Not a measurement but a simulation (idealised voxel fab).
This is a process module. Its name is voxel plated lines.
The cross-section on display is named cut; it measures 290 nm wide, and its cells are 5 nm squares.
This document writes a cross-section as a grid whose cells are square, and gives it as bands, listed from the top down; one or more rows of cells form a band. A band entry consists of two parts. The first gives the height of the band's top and the height of its bottom, in nm. The rest lists the band's materials from left to right, each with its width in nm. A single material labelled with the word "edge to edge" fills the band from edge to edge, and the word "air" marks empty space. A quick word on heights: they are counted from 0, and under that level the wafer as it came to us is one material throughout. The lowest band is different from the rest in having no bottom; it simply continues downward, written as in "top 0, no bottom". Note: "30 to 40" means the width goes from the first number (top row of the band) to the second number (bottom row) in equal steps per row of cells. Reading "remained unchanged" for a step: not a cell of the cross-section changed in it. In the "Enclosed cavities" entry, you get each enclosed empty space of 8 cells or more, one with no open way to the top, written width x height at distance, distance from the left edge, in nm. after a step's settings: what the simulator itself notes on the step. Steps that use a mask can have "overlay nm" on their line. It says how far the mask sat to the right of where it was meant to be. Negative means to the left.
# The following list gives the planned process steps
1) RECEIVE (material Si)
2) CONFORMAL_DEP (material Al2O3; thk nm 10)
3) DIRECTIONAL_DEP (material TiN; thk nm 5)
4) PATTERN (tone open; mask id LINES; material resist; width nm 20; pitch nm 35; thk nm 35; overlay nm 0)
5) EPI (material Ru; thk nm 5)
6) EPI (material Ru; thk nm 5)
7) EPI (material Ru; thk nm 10)
8) STRIP (etch materials resist)
9) DIRECTIONAL_ETCH (etch materials TiN; depth nm 5)
10) CONFORMAL_DEP (material SiCN; thk nm 5)
# This is the cross-section of the wafer as we received it, i.e. after step 1
    top 0, no bottom = Si edge to edge
    Enclosed cavities: none
# End-of-module cross-section of the first of two wafers, processed as planned
    top 40, bottom 35 = air=75  SiCN=30  air=5  SiCN=30  air=5  SiCN=30  air=5  SiCN=30  air=80
    top 35, bottom 15 = air=75  SiCN=5  Ru=20  SiCN=5  air=5  SiCN=5  Ru=20  SiCN=5  air=5  SiCN=5  Ru=20  SiCN=5  air=5  SiCN=5  Ru=20  SiCN=5  air=80
    top 15, bottom 10 = SiCN=80  TiN=20  SiCN=15  TiN=20  SiCN=15  TiN=20  SiCN=15  TiN=20  SiCN=85
    top 10, bottom 0 = Al2O3 edge to edge
    top 0, no bottom = Si edge to edge
    Enclosed cavities: none
# Wafer two cross-section, module end. Start and plan unchanged from wafer one; one mistake made during the run
    top 40, bottom 35 = air=70  SiCN=30  air=5  SiCN=30  air=5  SiCN=30  air=5  SiCN=30  air=85
    top 35, bottom 15 = air=70  SiCN=5  Ru=20  SiCN=5  air=5  SiCN=5  Ru=20  SiCN=5  air=5  SiCN=5  Ru=20  SiCN=5  air=5  SiCN=5  Ru=20  SiCN=5  air=85
    top 15, bottom 10 = SiCN=75  TiN=20  SiCN=15  TiN=20  SiCN=15  TiN=20  SiCN=15  TiN=20  SiCN=90
    top 10, bottom 0 = Al2O3 edge to edge
    top 0, no bottom = Si edge to edge
    Enclosed cavities: none
Which mistake was made when the wafer was run? step 4 was processed under conditions differing from the plan, specifically as PATTERN (tone open; mask id LINES; material resist; width nm 20; pitch nm 35; thk nm 35; overlay nm -5)
Both wafers, final: cells per material equal; arrangement not.
